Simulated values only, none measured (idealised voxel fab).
process module | voxel released beams
cross-section cut | 275 nm wide | cells 5 nm
A cross-section is a grid of square cells, given in bands from the top down. A band is one or more rows of cells.
Each band's line starts with the height of the band's top and of its bottom, in nm. Then come its materials from left to right, each with its width in nm. One material with "throughout" fills the band from edge to edge. "air" is empty space.
Height 0 is the level under which the wafer as received is all one material. The lowest band goes on downwards, as in "0 down".
A width such as "30 to 40" changes by the same amount from each row of cells to the next, from the band's top row to its bottom row.
"no change" after a step means that no cell of the cross-section changed.
closed voids: empty space of 8 cells or more with no open way to the top, each as width x height at its distance from the left edge, in nm
after a step's settings: what the simulator itself notes on the step
overlay nm, on a step with a mask: how far to the right of its planned place the mask lay; to the left if negative
plan
1 op RECEIVE | material Si
2 op CONFORMAL_DEP | material SiN | thk nm 10
3 op DIRECTIONAL_DEP | material SiO2 | thk nm 20
4 op DIRECTIONAL_DEP | material aC | thk nm 15
5 op PATTERN | tone open | mask id ANCHOR | material resist | width nm 30 | thk nm 35 | overlay nm 0
6 op DIRECTIONAL_ETCH | etch materials aC | depth nm 15
7 op STRIP | etch materials resist
8 op DIRECTIONAL_ETCH | etch materials SiO2 | depth nm 20
9 op STRIP | etch materials aC
10 op CONFORMAL_DEP | material TiN | thk nm 10
11 op PATTERN | tone cover | mask id BEAM | material resist | width nm 75 | thk nm 15 | overlay nm 0
12 op DIRECTIONAL_ETCH | etch materials TiN | depth nm 10
13 op STRIP | etch materials resist
14 op STRIP | etch materials SiO2
first wafer, as planned
as received, after step 1
  0 down: Si throughout
  closed voids: none
after step 2
  10 to 0: SiN throughout
  below 0: unchanged
after step 3
  30 to 10: SiO2 throughout
  below 10: unchanged
after step 4
  45 to 30: aC throughout
  below 30: unchanged
after step 5
  80 to 45: resist 100 | air 30 | resist 145
  below 45: unchanged
after step 6
  65 to 45: resist 100 | air 30 | resist 145
  45 to 30: aC 100 | air 30 | aC 145
  below 30: unchanged
after step 7
  45 to 30: aC 100 | air 30 | aC 145
  below 30: unchanged
after step 8
  45 to 30: aC 100 | air 30 | aC 145
  30 to 10: SiO2 100 | air 30 | SiO2 145
  below 10: unchanged
after step 9
  30 to 10: SiO2 100 | air 30 | SiO2 145
  below 10: unchanged
after step 10
  40 to 30: TiN 110 | air 10 | TiN 155
  30 to 20: SiO2 100 | TiN 10 | air 10 | TiN 10 | SiO2 145
  20 to 10: SiO2 100 | TiN 30 | SiO2 145
  below 10: unchanged
after step 11
  55 to 40: air 95 | resist 75 | air 105
  40 to 30: TiN 110 | resist 10 | TiN 155
  30 to 20: SiO2 100 | TiN 10 | resist 10 | TiN 10 | SiO2 145
  below 20: unchanged
after step 12
  55 to 40: air 95 | resist 75 | air 105
  40 to 30: air 95 | TiN 15 | resist 10 | TiN 50 | air 105
  below 30: unchanged
after step 13
  40 to 30: air 95 | TiN 15 | air 10 | TiN 50 | air 105
  30 to 20: SiO2 100 | TiN 10 | air 10 | TiN 10 | SiO2 145
  below 20: unchanged
after step 14
  40 to 30: air 95 | TiN 15 | air 10 | TiN 50 | air 105
  30 to 20: air 100 | TiN 10 | air 10 | TiN 10 | air 145
  20 to 10: air 100 | TiN 30 | air 145
  below 10: unchanged
second wafer: like start, like plan, one mistake. Through step 4 it matches the first wafer
when step 5 should have ended
  80 to 45: resist 95 | air 40 | resist 140
  below 45: unchanged
when step 6 should have ended
  65 to 45: resist 95 | air 40 | resist 140
  45 to 30: aC 95 | air 40 | aC 140
  below 30: unchanged
when step 7 should have ended
  45 to 30: aC 95 | air 40 | aC 140
  below 30: unchanged
when step 8 should have ended
  45 to 30: aC 95 | air 40 | aC 140
  30 to 10: SiO2 95 | air 40 | SiO2 140
  below 10: unchanged
when step 9 should have ended
  30 to 10: SiO2 95 | air 40 | SiO2 140
  below 10: unchanged
when step 10 should have ended
  40 to 30: TiN 105 | air 20 | TiN 150
  30 to 20: SiO2 95 | TiN 10 | air 20 | TiN 10 | SiO2 140
  20 to 10: SiO2 95 | TiN 40 | SiO2 140
  below 10: unchanged
when step 11 should have ended
  55 to 40: air 95 | resist 75 | air 105
  40 to 30: TiN 105 | resist 20 | TiN 150
  30 to 20: SiO2 95 | TiN 10 | resist 20 | TiN 10 | SiO2 140
  below 20: unchanged
when step 12 should have ended
  55 to 40: air 95 | resist 75 | air 105
  40 to 30: air 95 | TiN 10 | resist 20 | TiN 45 | air 105
  below 30: unchanged
when step 13 should have ended
  40 to 30: air 95 | TiN 10 | air 20 | TiN 45 | air 105
  30 to 20: SiO2 95 | TiN 10 | air 20 | TiN 10 | SiO2 140
  below 20: unchanged
when step 14 should have ended
  40 to 30: air 95 | TiN 10 | air 20 | TiN 45 | air 105
  30 to 20: air 95 | TiN 10 | air 20 | TiN 10 | air 140
  20 to 10: air 95 | TiN 40 | air 140
  below 10: unchanged
what went wrong: step 5 ran as: op PATTERN | tone open | mask id ANCHOR | material resist | width nm 40 | thk nm 35 | overlay nm 0
at the end the second wafer has, in cells: as many of each material as the first, in other places
